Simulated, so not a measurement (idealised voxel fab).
A process module follows: voxel transistor to metal.
Section cut is 145 nm wide and gridded with 5 nm square cells.
In this document a cross-section is written as a grid of square cells. It is given as a series of bands, listed from the top down, and a band is one or more rows of cells.
Within each band entry, the heights of the top and of the bottom of the band appear first, in that order and in nm; the materials of the band then follow from left to right, each with its corresponding width in nm. The designation "throughout" on a single material indicates that it fills the band from edge to edge; the designation "empty" indicates empty space.
Zero point of the height axis is 0; under it, received wafer = one material. Lowest band: continues down indefinitely, "0 -> down".
Per-row width for "30 to 40": begins at first number (top row of band), ends at second number (bottom row), increment between rows held constant.
The designation "nothing got changed", where it is given for a processing step, indicates that no cell of the cross-section was altered in the course of that step.
Closed empty spaces (no open way to the top) of 8 cells or more are what "Closed internal voids" lists, each as width x height at distance from the left edge, nm for all three.
after a step's settings: what the simulator itself notes on the step
overlay nm: on a step with a mask, how far right of its planned place the mask lay; negative means left.

PROCESS STEPS FORESEEN IN THE PLAN
1. RECEIVE, material Si
2. CONFORMAL_DEP, material SiO2, thk nm 5
3. CONFORMAL_DEP, material SiN, thk nm 15
4. MASKED_ETCH, tone cover, mask id ACTIVE, width nm 105, etch materials SiN, depth nm 15, overlay nm 0
5. MASKED_ETCH, tone cover, mask id ACTIVE, width nm 105, etch materials SiO2, depth nm 5, overlay nm 0
6. MASKED_ETCH, tone cover, mask id ACTIVE, width nm 105, etch materials Si, depth nm 30, overlay nm 0
7. FILL_DEP, material SiO2, thk nm 15
8. CMP, height nm 20
9. SELECTIVE_ETCH, etch materials SiO2, depth nm 10
10. STRIP, etch materials SiN
11. SELECTIVE_ETCH, etch materials SiO2, depth nm 5
12. OXIDIZE, depth nm 5
13. DIRECTIONAL_DEP, material polySi, thk nm 20
14. DIRECTIONAL_DEP, material SiCN, thk nm 10
15. MASKED_ETCH, tone cover, mask id GATE, width nm 15, etch materials SiCN, depth nm 20, overlay nm 0
16. MASKED_ETCH, tone cover, mask id GATE, width nm 15, etch materials polySi, depth nm 30, overlay nm 0
17. CONFORMAL_DEP, material SiO2, thk nm 5
18. DIRECTIONAL_ETCH, etch materials SiO2, depth nm 5
19. CONFORMAL_DEP, material SiN, thk nm 5
20. DIRECTIONAL_ETCH, etch materials SiN, depth nm 5
21. DIRECTIONAL_ETCH, etch materials SiO2, depth nm 5
22. DIRECTIONAL_ETCH, etch materials Si, depth nm 10
23. EPI, material SiGe, thk nm 15
24. FILL_DEP, material SiO2, thk nm 10
25. CMP, height nm 30
26. DIRECTIONAL_DEP, material SiO2, thk nm 15
27. MASKED_ETCH, tone open, mask id CONTACT, width nm 30, pitch nm 55, etch materials SiO2, depth nm 35, overlay nm 0
28. CONFORMAL_DEP, material TiN, thk nm 5
29. FILL_DEP, material W, thk nm 5
30. CMP, height nm 45
31. CONFORMAL_DEP, material SiN, thk nm 5
32. DIRECTIONAL_DEP, material SiO2, thk nm 20
33. DIRECTIONAL_DEP, material aC, thk nm 10
34. PATTERN, tone open, mask id METAL_1, material resist, width nm 15, pitch nm 70, thk nm 30, overlay nm 0
35. DIRECTIONAL_ETCH, etch materials aC, depth nm 10
36. STRIP, etch materials resist
37. DIRECTIONAL_ETCH, etch materials SiO2, depth nm 20
38. DIRECTIONAL_ETCH, etch materials SiN, depth nm 5
39. STRIP, etch materials aC
40. CONFORMAL_DEP, material TiN, thk nm 5
41. FILL_DEP, material W, thk nm 10
42. CMP, height nm 70
43. CONFORMAL_DEP, material SiCN, thk nm 5
44. DIRECTIONAL_DEP, material lowk, thk nm 35
45. MASKED_ETCH, tone open, mask id METAL_2, width nm 15, pitch nm 70, etch materials lowk, depth nm 20, overlay nm 0
46. DIRECTIONAL_DEP, material aC, thk nm 15
47. PATTERN, tone open, mask id METAL_2_HOLES, material resist, width nm 15, pitch nm 70, thk nm 30, overlay nm 0
48. DIRECTIONAL_ETCH, etch materials aC, depth nm 15
49. STRIP, etch materials resist
50. DIRECTIONAL_ETCH, etch materials lowk, depth nm 15
51. DIRECTIONAL_ETCH, etch materials SiCN, depth nm 5
52. STRIP, etch materials aC
53. CONFORMAL_DEP, material TiN, thk nm 5
54. FILL_DEP, material Ru, thk nm 10
55. CMP, height nm 110
56. CONFORMAL_DEP, material SiN, thk nm 5

SHOWN IN CROSS-SECTION IS THE WAFER AS RECEIVED, THAT IS, AS IT STANDS AFTER STEP 1
* 0 -> down | Si throughout
* Closed internal voids: none

THE FIRST OF THE TWO WAFERS AS SEEN IN CROSS-SECTION ONCE THE MODULE WAS FINISHED; PROCESSING FOLLOWED THE PLAN
* 115 -> 110 | SiN throughout
* 110 -> 75 | lowk 30  TiN 5  Ru 5  TiN 5  lowk 55  TiN 5  Ru 5  TiN 5  lowk 30
* 75 -> 70 | SiCN 30  TiN 15  SiCN 55  TiN 15  SiCN 30
* 70 -> 50 | SiO2 30  TiN 5  W 5  TiN 5  SiO2 55  TiN 5  W 5  TiN 5  SiO2 30
* 50 -> 45 | SiN 30  TiN 15  SiN 55  TiN 15  SiN 30
* 45 -> 35 | SiO2 30  TiN 5  W 20  TiN 5  SiO2 25  TiN 5  W 20  TiN 5  SiO2 30
* 35 -> 30 | SiO2 30  TiN 5  W 15  TiN 10  SiO2 25  TiN 10  W 15  TiN 5  SiO2 30
* 30 -> 20 | SiO2 30  TiN 5  W 15  TiN 5  SiN 5  SiO2 5  SiCN 15  SiO2 5  SiN 5  TiN 5  W 15  TiN 5  SiO2 30
* 20 -> 15 | SiO2 30  TiN 5  W 15  TiN 5  SiN 5  SiO2 5  polySi 15  SiO2 5  SiN 5  TiN 5  W 15  TiN 5  SiO2 30
* 15 -> 10 | SiO2 30  TiN 25  SiN 5  SiO2 5  polySi 15  SiO2 5  SiN 5  TiN 25  SiO2 30
* 10 -> 5 | SiO2 20  SiGe 35  SiN 5  SiO2 5  polySi 15  SiO2 5  SiN 5  SiGe 35  SiO2 20
* 5 -> 0 | SiO2 20  SiN 5  SiGe 30  SiN 5  SiO2 5  polySi 15  SiO2 5  SiN 5  SiGe 30  SiN 5  SiO2 20
* 0 -> -5 | SiO2 25  SiGe 30  SiO2 35  SiGe 30  SiO2 25
* -5 -> -15 | SiO2 20  Si 5  SiGe 30  Si 35  SiGe 30  Si 5  SiO2 20
* -15 -> -30 | SiO2 20  Si 105  SiO2 20
* -30 -> down | Si throughout
* Closed internal voids: none

CROSS-SECTION, WAFER TWO OF TWO, END OF MODULE: SAME START AND PLAN AS WAFER ONE, ONE ERROR IN EXECUTION
* 115 -> 110 | SiN throughout
* 110 -> 75 | lowk 30  TiN 5  Ru 5  TiN 5  lowk 55  TiN 5  Ru 5  TiN 5  lowk 30
* 75 -> 70 | SiCN 30  TiN 15  SiCN 55  TiN 15  SiCN 30
* 70 -> 50 | SiO2 30  TiN 5  W 5  TiN 5  SiO2 55  TiN 5  W 5  TiN 5  SiO2 30
* 50 -> 45 | SiN 30  TiN 15  SiN 55  TiN 15  SiN 30
* 45 -> 35 | SiO2 30  TiN 5  W 20  TiN 5  SiO2 25  TiN 5  W 20  TiN 5  SiO2 30
* 35 -> 30 | SiO2 30  TiN 5  W 15  TiN 10  SiO2 25  TiN 10  W 15  TiN 5  SiO2 30
* 30 -> 25 | SiO2 30  TiN 5  W 15  TiN 5  SiN 5  SiO2 5  SiCN 15  SiO2 5  SiN 5  TiN 5  W 15  TiN 5  SiO2 30
* 25 -> 20 | SiO2 30  TiN 5  W 15  TiN 5  SiN 5  SiO2 5  polySi 15  SiO2 5  SiN 5  TiN 5  W 15  TiN 5  SiO2 30
* 20 -> 15 | SiO2 30  TiN 25  SiN 5  SiO2 5  polySi 15  SiO2 5  SiN 5  TiN 25  SiO2 30
* 15 -> 10 | SiO2 30  TiN 10  SiGe 15  SiN 5  SiO2 5  polySi 15  SiO2 5  SiN 5  SiGe 15  TiN 10  SiO2 30
* 10 -> 5 | SiGe 55  SiN 5  SiO2 5  polySi 15  SiO2 5  SiN 5  SiGe 55
* 5 -> 0 | SiGe 15  SiN 5  SiGe 35  SiO2 35  SiGe 35  SiN 5  SiGe 15
* 0 -> -5 | SiGe 15  SiO2 15  SiGe 25  Si 35  SiGe 25  SiO2 15  SiGe 15
* -5 -> -10 | SiGe 15  Si 15  SiGe 25  Si 35  SiGe 25  Si 15  SiGe 15
* -10 -> -15 | SiGe 15  Si 115  SiGe 15
* -15 -> down | Si throughout
* Closed internal voids: none
Diagnosis: step 4 ran as: MASKED_ETCH, tone open, mask id ACTIVE, width nm 105, etch materials SiN, depth nm 15, overlay nm 0
Final comparison by cell count, materials where the second wafer has more or fewer than the first: Si +49, SiCN -3, SiGe +24, SiN -2, SiO2 -62, W -6
